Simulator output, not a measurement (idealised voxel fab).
Process module in this document: voxel ribs on slabs
In the cross-section labelled cut, the width is 275 nm and each square cell is 5 nm.
If you're reading a cross-section in this doc, picture square cells in a grid; it comes to you as bands, top ones listed first down to the bottom, and a band can be one or more rows of cells. Per band: top height and bottom height in nm, followed by the left-to-right materials and their widths in nm; "edge to edge" marks a single material spanning edge to edge, "blank" marks empty space. The reference from which all heights are counted is 0, the level beneath which the as-received wafer is entirely one material; the lowest band, having no lower bound, proceeds downward and is written after the example "0 -> down". So if you see something like "30 to 40" for the width, read it as the top row of the band sitting at the first number and the bottom row at the second, with every row in between moving by the same amount as the last. Step note "remained the same" = no cross-section cell changed. Entry "Enclosed internal voids" = empty spaces >= 8 cells with no open way to the top; each as width x height at distance, distance from left edge, all nm. Note: text after step settings on the step line = simulator remark on that step. When a step includes a mask, the "overlay nm" setting on its line states how far to the right of its planned place that mask lay, and negative values state how far to the left.

-- Set out below are the planned steps of the process
1 RECEIVE (material Si)
2 DIRECTIONAL_DEP (material SiO2; thk nm 25)
3 DIRECTIONAL_DEP (material SiN; thk nm 15)
4 MASKED_ETCH (tone cover; mask id RIB; width nm 15; etch materials SiN; depth nm 10; overlay nm 0)
5 PATTERN (tone cover; mask id SLAB; material resist; width nm 55; thk nm 20; overlay nm 0)
6 DIRECTIONAL_ETCH (etch materials SiN; depth nm 5)
7 STRIP (etch materials resist)
8 FILL_DEP (material SiO2; thk nm 15)
9 CMP (height nm 50)
10 DIRECTIONAL_DEP (material TiN; thk nm 10)
11 PATTERN (tone cover; mask id HEATER; material resist; width nm 25; thk nm 15; overlay nm 0)
12 DIRECTIONAL_ETCH (etch materials TiN; depth nm 10)
13 STRIP (etch materials resist)
14 CONFORMAL_DEP (material SiN; thk nm 5)

-- As received (post step 1): cross-section
	0 -> down: Si edge to edge
	Enclosed internal voids: none

-- One mistake in running the module, otherwise start and plan as above: cross-section at the end
	65 -> 60: 120 blank / 35 SiN / 120 blank
	60 -> 55: 120 blank / 5 SiN / 25 TiN / 5 SiN / 120 blank
	55 -> 50: 125 SiN / 25 TiN / 125 SiN
	50 -> 15: SiO2 edge to edge
	15 -> 0: SiN edge to edge
	0 -> down: Si edge to edge
	Enclosed internal voids: none
Misprocessing identified: steps 2 and 3 got flipped, so each one ran where the other should have
